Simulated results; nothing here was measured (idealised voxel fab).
The following process module bears the name voxel self aligned vias.
Cross-sectional view cut (width: 285 nm; square cell size: 5 nm).
When this document writes out a cross-section, it uses a grid of square cells and lists it as bands, beginning at the top and moving down, with a band standing for one or more rows of cells.
This entry defines a band. It first specifies the height of the band's top and the height of its bottom in nm, and then specifies the band's materials from left to right, stating each material with its width in nm. The word "full width" identifies a single material that fills the band from edge to edge, while the word "empty" identifies empty space.
Below 0: as-received wafer, all one material; heights counted from there. Lowest band: no bottom, goes on down, written "0 down".
It should be noted that a width expressed as "30->40" varies in equal increments from row to row of cells within the band, taking the value of the first number at the top row and that of the second number at the bottom row.
Reading "remains unaltered" for a step: not a cell of the cross-section changed in it.
"Tabulated closed voids" - sealed voids, min. 8 cells, no opening to top; format: width x height at distance (distance from left edge; nm throughout).
Anything after a step's settings on that line? It's the simulator's own note about the step.
"overlay nm" answers the question of how far to the right of plan the mask lay on a step that has a mask, and when it is negative the answer is to the left.

Listed below are the process steps as planned:
1) RECEIVE: material Si
2) CONFORMAL_DEP: material SiO2, thk nm 10
3) CONFORMAL_DEP: material SiCN, thk nm 5
4) DIRECTIONAL_DEP: material lowk, thk nm 30
5) MASKED_ETCH: tone open, mask id LINES, width nm 30, pitch nm 75, etch materials lowk, depth nm 30, overlay nm 0
6) CONFORMAL_DEP: material TiN, thk nm 5
7) FILL_DEP: material Ru, thk nm 5
8) CMP: height nm 45
9) SELECTIVE_ETCH: etch materials W Ru TiN, depth nm 5
10) FILL_DEP: material SiN, thk nm 5
11) CMP: height nm 45
12) DIRECTIONAL_DEP: material lowk, thk nm 20
13) MASKED_ETCH: tone open, mask id VIAS, width nm 50, pitch nm 75, etch materials lowk, depth nm 20, overlay nm -15
14) MASKED_ETCH: tone open, mask id VIAS, width nm 50, pitch nm 75, etch materials SiN, depth nm 5, overlay nm 0
15) CONFORMAL_DEP: material TiN, thk nm 5
16) FILL_DEP: material Cu, thk nm 5
17) CMP: height nm 65
18) CONFORMAL_DEP: material SiCN, thk nm 5
Same starting wafers, different overlay nm at step 13. Plan value belongs to the first wafer.

As-received state after step 1, first of several wafers, cross-section:
0 down | Si full width
Tabulated closed voids: none

Wafer rows, end of module: cells per material gained (+) or lost (-) since receipt; closed voids last:
overlay nm -15; +54 Cu; +32 Ru; +114 SiCN; +2 SiN; +114 SiO2; +64 TiN; +418 lowk; Tabulated closed voids: none
overlay nm -10; +56 Cu; +32 Ru; +114 SiCN; +114 SiO2; +64 TiN; +418 lowk; Tabulated closed voids: none
overlay nm -5; +56 Cu; +32 Ru; +114 SiCN; +114 SiO2; +64 TiN; +418 lowk; Tabulated closed voids: none
overlay nm 0; +56 Cu; +32 Ru; +114 SiCN; +114 SiO2; +64 TiN; +418 lowk; Tabulated closed voids: none
overlay nm 5; +56 Cu; +32 Ru; +114 SiCN; +114 SiO2; +64 TiN; +418 lowk; Tabulated closed voids: none
overlay nm 10; +56 Cu; +32 Ru; +114 SiCN; +114 SiO2; +64 TiN; +418 lowk; Tabulated closed voids: none
overlay nm 15; +54 Cu; +32 Ru; +114 SiCN; +2 SiN; +114 SiO2; +64 TiN; +418 lowk; Tabulated closed voids: none
